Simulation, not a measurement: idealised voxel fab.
Process module under the name voxel self aligned vias
FYI the section here is cut, 205 nm wide, cells are 5 nm squares.
When this document writes out a cross-section, it uses a grid of square cells and lists it as bands, beginning at the top and moving down, with a band standing for one or more rows of cells.
Within each band entry, the heights of the top and of the bottom of the band appear first, in that order and in nm; the materials of the band then follow from left to right, each with its corresponding width in nm. The designation "throughout" on a single material indicates that it fills the band from edge to edge; the designation "empty" indicates empty space.
Height 0 is the level under which the wafer as received is all one material. The lowest band goes on downwards, as in "from 0 down".
Width: "30 to 40" (first number = top row, second number = bottom row, same change from row to row of cells).
"remained the same" after a step means that no cell of the cross-section changed.
The label "Encapsulated voids" introduces a list of the empty spaces, 8 cells or larger, that have no open way up to the top; each entry in it reads width x height at distance, where the distance is taken from the left edge and all three are stated in nm.
Post-settings text on a step line: simulator's own remark regarding the step.
overlay nm, on a step with a mask: how far to the right of its planned place the mask lay; to the left if negative
Process steps - plan:
1 RECEIVE: material Si
2 CONFORMAL_DEP: material SiO2, thk nm 10
3 CONFORMAL_DEP: material SiCN, thk nm 5
4 DIRECTIONAL_DEP: material lowk, thk nm 20
5 PATTERN: tone open, mask id LINES, material resist, width nm 25, pitch nm 65, thk nm 20, overlay nm 0
6 DIRECTIONAL_ETCH: etch materials lowk, depth nm 20
7 STRIP: etch materials resist
8 CONFORMAL_DEP: material TiN, thk nm 5
9 FILL_DEP: material Ru, thk nm 5
10 CMP: height nm 35
11 SELECTIVE_ETCH: etch materials W Ru TiN, depth nm 10
12 FILL_DEP: material SiN, thk nm 5
13 CMP: height nm 35
14 DIRECTIONAL_DEP: material lowk, thk nm 15
15 DIRECTIONAL_DEP: material aC, thk nm 10
16 PATTERN: tone open, mask id VIAS, material resist, width nm 45, thk nm 25, overlay nm 0
17 DIRECTIONAL_ETCH: etch materials aC, depth nm 10
18 STRIP: etch materials resist
19 DIRECTIONAL_ETCH: etch materials lowk, depth nm 15
20 DIRECTIONAL_ETCH: etch materials SiN, depth nm 10
21 STRIP: etch materials aC
22 CONFORMAL_DEP: material TiN, thk nm 5
23 FILL_DEP: material Cu, thk nm 5
24 CMP: height nm 50
25 CONFORMAL_DEP: material SiN, thk nm 5
Shown in cross-section is the wafer as received, that is, as it stands after step 1:
> from 0 down = Si throughout
> Encapsulated voids: none
Look at the cross-section after the module: the wafer started out the way shown above and the plan was the one shown above, yet one mistake was made along the way:
> from 55 to 50 = SiN throughout
> from 50 to 40 = 45 nm lowk / 5 nm TiN / 35 nm Cu / 5 nm TiN / 115 nm lowk
> from 40 to 35 = 45 nm lowk / 45 nm TiN / 115 nm lowk
> from 35 to 25 = 45 nm SiN / 10 nm TiN / 25 nm lowk / 10 nm TiN / 30 nm SiN / 25 nm lowk / 60 nm SiN
> from 25 to 20 = 50 nm Ru / 5 nm TiN / 25 nm lowk / 5 nm TiN / 30 nm Ru / 5 nm TiN / 25 nm lowk / 5 nm TiN / 55 nm Ru
> from 20 to 15 = 55 nm TiN / 25 nm lowk / 40 nm TiN / 25 nm lowk / 60 nm TiN
> from 15 to 10 = SiCN throughout
> from 10 to 0 = SiO2 throughout
> from 0 down = Si throughout
> Encapsulated voids: none
What broke from the plan during processing? step 5 was processed under conditions differing from the plan, specifically as PATTERN: tone cover, mask id LINES, material resist, width nm 25, pitch nm 65, thk nm 20, overlay nm 0
